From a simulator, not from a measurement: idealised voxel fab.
Process module under the name voxel self aligned vias
Square cell edge 5 nm, section width 245 nm, ID cut.
Cross-sections here: square-cell grids, written as top-down lists of bands, a band being one or more rows of cells. Top height, bottom height, nm. Materials left to right, width each, nm. Single material + "throughout" = fills band edge to edge. "blank" = empty. Height 0 is the level under which the wafer as received is all one material. The lowest band goes on downwards, as in "0 down". A width such as "30 to 40" changes by the same amount from each row of cells to the next, from the band's top row to its bottom row. Step note "left unchanged" = no cross-section cell changed. Under "Fully sealed cavities" you'll find the enclosed gaps, the ones with no way out to the top, that are 8 cells or bigger; each reads width x height at distance, with distance counted from the left edge, everything in nm. On each step's line, the part that comes after the settings is the simulator's own comment on the step. overlay nm: how far to the right of its planned place the mask lay on this masked step (negative: to the left).
Set out below are the planned steps of the process:
- 1: RECEIVE | material Si
- 2: CONFORMAL_DEP | material SiO2 | thk nm 15
- 3: CONFORMAL_DEP | material SiCN | thk nm 5
- 4: DIRECTIONAL_DEP | material SiO2 | thk nm 25
- 5: MASKED_ETCH | tone open | mask id LINES | width nm 25 | pitch nm 65 | etch materials SiO2 | depth nm 25 | overlay nm 0
- 6: CONFORMAL_DEP | material TiN | thk nm 5
- 7: FILL_DEP | material Ru | thk nm 5
- 8: CMP | height nm 45
- 9: SELECTIVE_ETCH | etch materials W Ru TiN | depth nm 5
- 10: FILL_DEP | material SiN | thk nm 5
- 11: CMP | height nm 45
- 12: DIRECTIONAL_DEP | material SiO2 | thk nm 15
- 13: DIRECTIONAL_DEP | material aC | thk nm 10
- 14: PATTERN | tone open | mask id VIAS | material resist | width nm 45 | pitch nm 130 | thk nm 25 | overlay nm 0
- 15: DIRECTIONAL_ETCH | etch materials aC | depth nm 10
- 16: STRIP | etch materials resist
- 17: DIRECTIONAL_ETCH | etch materials SiO2 | depth nm 15
- 18: DIRECTIONAL_ETCH | etch materials SiN | depth nm 5
- 19: STRIP | etch materials aC
- 20: CONFORMAL_DEP | material TiN | thk nm 5
- 21: FILL_DEP | material Ru | thk nm 10
- 22: CMP | height nm 60
- 23: CONFORMAL_DEP | material SiN | thk nm 5
So this is the incoming wafer in cross-section - it's already been through step 1:
> 0 down: Si throughout
> Fully sealed cavities: none
End-of-module XS, first of two wafers, run as planned:
> 65 to 60: SiN throughout
> 60 to 50: SiO2 35  TiN 5  Ru 35  TiN 5  SiO2 85  TiN 5  Ru 35  TiN 5  SiO2 35
> 50 to 45: SiO2 35  TiN 15  Ru 15  TiN 15  SiO2 85  TiN 15  Ru 15  TiN 15  SiO2 35
> 45 to 40: SiO2 45  TiN 25  SiO2 40  SiN 25  SiO2 40  TiN 25  SiO2 45
> 40 to 25: SiO2 45  TiN 5  Ru 15  TiN 5  SiO2 40  TiN 5  Ru 15  TiN 5  SiO2 40  TiN 5  Ru 15  TiN 5  SiO2 45
> 25 to 20: SiO2 45  TiN 25  SiO2 40  TiN 25  SiO2 40  TiN 25  SiO2 45
> 20 to 15: SiCN throughout
> 15 to 0: SiO2 throughout
> 0 down: Si throughout
> Fully sealed cavities: none
Same start, same plan as the first wafer - but one mistake in the run. Cross-section of the second of the two at the end of the module:
> 65 to 60: SiN throughout
> 60 to 50: SiO2 35  TiN 5  Ru 35  TiN 5  SiO2 85  TiN 5  Ru 35  TiN 5  SiO2 35
> 50 to 45: SiO2 35  TiN 15  Ru 20  TiN 10  SiO2 85  TiN 15  Ru 20  TiN 10  SiO2 35
> 45 to 40: SiO2 45  TiN 30  SiO2 35  SiN 30  SiO2 35  TiN 30  SiO2 40
> 40 to 25: SiO2 45  TiN 5  Ru 20  TiN 5  SiO2 35  TiN 5  Ru 20  TiN 5  SiO2 35  TiN 5  Ru 20  TiN 5  SiO2 40
> 25 to 20: SiO2 45  TiN 30  SiO2 35  TiN 30  SiO2 35  TiN 30  SiO2 40
> 20 to 15: SiCN throughout
> 15 to 0: SiO2 throughout
> 0 down: Si throughout
> Fully sealed cavities: none
What was done differently from what was planned? step 5 ran differently from the plan; actual operation with settings: MASKED_ETCH | tone open | mask id LINES | width nm 30 | pitch nm 65 | etch materials SiO2 | depth nm 25 | overlay nm 0
Heads up, by the end the second wafer has more or fewer cells of some materials compared to the first: 11 more of Ru, 1 more of SiN, 15 fewer of SiO2, 3 more of TiN
